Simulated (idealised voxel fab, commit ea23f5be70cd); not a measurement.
voxel ribs on slabs: a process module
FYI the section here is cut, 265 nm wide, cells are 5 nm squares.
Cross-section spec: square-cell grid; bands listed top down; each band is one or more rows. It is stipulated that each band's entry specify, in nanometres, the height of the top of the band and then that of its bottom, followed by the materials of the band in left-to-right sequence, each together with its width in nanometres. A single material marked by the word "full width" is understood to fill the band from edge to edge; the word "empty" is understood to denote empty space. A quick word on heights: they are counted from 0, and under that level the wafer as it came to us is one material throughout. The lowest band is different from the rest in having no bottom; it simply continues downward, written as in "0 and below". The two numbers in a width such as "30..40" mark its ends across the band: the first belongs to the top row of cells, the second to the bottom row, and from each row to the next the width moves by the same amount. The designation "remains unaltered", where it is given for a processing step, indicates that no cell of the cross-section was altered in the course of that step. "Closed empty spaces" - sealed voids, min. 8 cells, no opening to top; format: width x height at distance (distance from left edge; nm throughout). Anything after a step's settings on that line? It's the simulator's own note about the step. A step's line can hold "overlay nm"; with a mask on that step, the setting says how far right of the planned place the mask lay, while a negative setting says it lay to the left.
Process steps - plan:
1: RECEIVE (material Si)
2: DIRECTIONAL_DEP (material SiO2; thk nm 30)
3: DIRECTIONAL_DEP (material polySi; thk nm 20)
4: PATTERN (tone cover; mask id RIB; material resist; width nm 30; thk nm 15; overlay nm 0)
5: DIRECTIONAL_ETCH (etch materials polySi; depth nm 5)
6: STRIP (etch materials resist)
7: MASKED_ETCH (tone cover; mask id SLAB; width nm 60; etch materials polySi; depth nm 15; overlay nm 0)
8: FILL_DEP (material SiO2; thk nm 20)
9: CMP (height nm 60)
10: DIRECTIONAL_DEP (material TiN; thk nm 10)
11: PATTERN (tone cover; mask id HEATER; material resist; width nm 40; thk nm 15; overlay nm 0)
12: DIRECTIONAL_ETCH (etch materials TiN; depth nm 10)
13: STRIP (etch materials resist)
14: CONFORMAL_DEP (material SiN; thk nm 10)
First of two wafers: run as planned:
Wafer as received: cross-section following step 1:
0 and below = Si full width
Closed empty spaces: none
Wafer section view after processing step 2:
30 down to 0 = SiO2 full width
Everything under 0 stays put, no change at all.
Wafer section view after processing step 3:
50 down to 30 = polySi full width
Everything under 30 stays put, no change at all.
Wafer section view after processing step 4:
65 down to 50 = empty 115 nm, resist 30 nm, empty 120 nm
Everything under 50 stays put, no change at all.
Wafer section view after processing step 5:
65 down to 50 = empty 115 nm, resist 30 nm, empty 120 nm
50 down to 45 = empty 115 nm, polySi 30 nm, empty 120 nm
Everything under 45 stays put, no change at all.
Wafer section view after processing step 6:
50 down to 45 = empty 115 nm, polySi 30 nm, empty 120 nm
Everything under 45 stays put, no change at all.
Wafer section view after processing step 7:
50 down to 45 = empty 115 nm, polySi 30 nm, empty 120 nm
45 down to 30 = empty 100 nm, polySi 60 nm, empty 105 nm
Everything under 30 stays put, no change at all.
Wafer section view after processing step 8:
70 down to 50 = SiO2 full width
50 down to 45 = SiO2 115 nm, polySi 30 nm, SiO2 120 nm
45 down to 30 = SiO2 100 nm, polySi 60 nm, SiO2 105 nm
Everything under 30 stays put, no change at all.
Wafer section view after processing step 9:
60 down to 50 = SiO2 full width
Everything under 50 stays put, no change at all.
Wafer section view after processing step 10:
70 down to 60 = TiN full width
Everything under 60 stays put, no change at all.
Wafer section view after processing step 11:
85 down to 70 = empty 110 nm, resist 40 nm, empty 115 nm
Everything under 70 stays put, no change at all.
Wafer section view after processing step 12:
85 down to 70 = empty 110 nm, resist 40 nm, empty 115 nm
70 down to 60 = empty 110 nm, TiN 40 nm, empty 115 nm
Everything under 60 stays put, no change at all.
Wafer section view after processing step 13:
70 down to 60 = empty 110 nm, TiN 40 nm, empty 115 nm
Everything under 60 stays put, no change at all.
Wafer section view after processing step 14:
80 down to 70 = empty 100 nm, SiN 60 nm, empty 105 nm
70 down to 60 = SiN 110 nm, TiN 40 nm, SiN 115 nm
Everything under 60 stays put, no change at all.
Wafer two of two - same starting point, same process plan, one mistake in execution; matches wafer one up to and including step 3:
Second wafer cross-section, taken as of the time the plan sets for step 4 to be done:
65 down to 50 = resist 115 nm, empty 30 nm, resist 120 nm
Everything under 50 stays put, no change at all.
Second wafer cross-section, taken as of the time the plan sets for step 5 to be done:
65 down to 50 = resist 115 nm, empty 30 nm, resist 120 nm
50 down to 45 = polySi 115 nm, empty 30 nm, polySi 120 nm
Everything under 45 stays put, no change at all.
Second wafer cross-section, taken as of the time the plan sets for step 6 to be done:
50 down to 45 = polySi 115 nm, empty 30 nm, polySi 120 nm
Everything under 45 stays put, no change at all.
Second wafer cross-section, taken as of the time the plan sets for step 7 to be done:
50 down to 45 = empty 100 nm, polySi 15 nm, empty 30 nm, polySi 15 nm, empty 105 nm
45 down to 35 = empty 100 nm, polySi 60 nm, empty 105 nm
Everything under 35 stays put, no change at all.
Second wafer cross-section, taken as of the time the plan sets for step 8 to be done:
70 down to 50 = SiO2 full width
50 down to 45 = SiO2 100 nm, polySi 15 nm, SiO2 30 nm, polySi 15 nm, SiO2 105 nm
45 down to 35 = SiO2 100 nm, polySi 60 nm, SiO2 105 nm
Everything under 35 stays put, no change at all.
Second wafer cross-section, taken as of the time the plan sets for step 9 to be done:
60 down to 50 = SiO2 full width
Everything under 50 stays put, no change at all.
Second wafer cross-section, taken as of the time the plan sets for step 10 to be done:
70 down to 60 = TiN full width
Everything under 60 stays put, no change at all.
Second wafer cross-section, taken as of the time the plan sets for step 11 to be done:
85 down to 70 = empty 110 nm, resist 40 nm, empty 115 nm
Everything under 70 stays put, no change at all.
Second wafer cross-section, taken as of the time the plan sets for step 12 to be done:
85 down to 70 = empty 110 nm, resist 40 nm, empty 115 nm
70 down to 60 = empty 110 nm, TiN 40 nm, empty 115 nm
Everything under 60 stays put, no change at all.
Second wafer cross-section, taken as of the time the plan sets for step 13 to be done:
70 down to 60 = empty 110 nm, TiN 40 nm, empty 115 nm
Everything under 60 stays put, no change at all.
Second wafer cross-section, taken as of the time the plan sets for step 14 to be done:
80 down to 70 = empty 100 nm, SiN 60 nm, empty 105 nm
70 down to 60 = SiN 110 nm, TiN 40 nm, SiN 115 nm
Everything under 60 stays put, no change at all.
The plan and the run diverged here: step 4 was run on a setting that differed from the plan, and what really ran there is PATTERN (tone open; mask id RIB; material resist; width nm 30; thk nm 15; overlay nm 0)
Final cells, second wafer relative to first, materials higher or lower: 41 fewer of SiO2 | 41 more of polySi
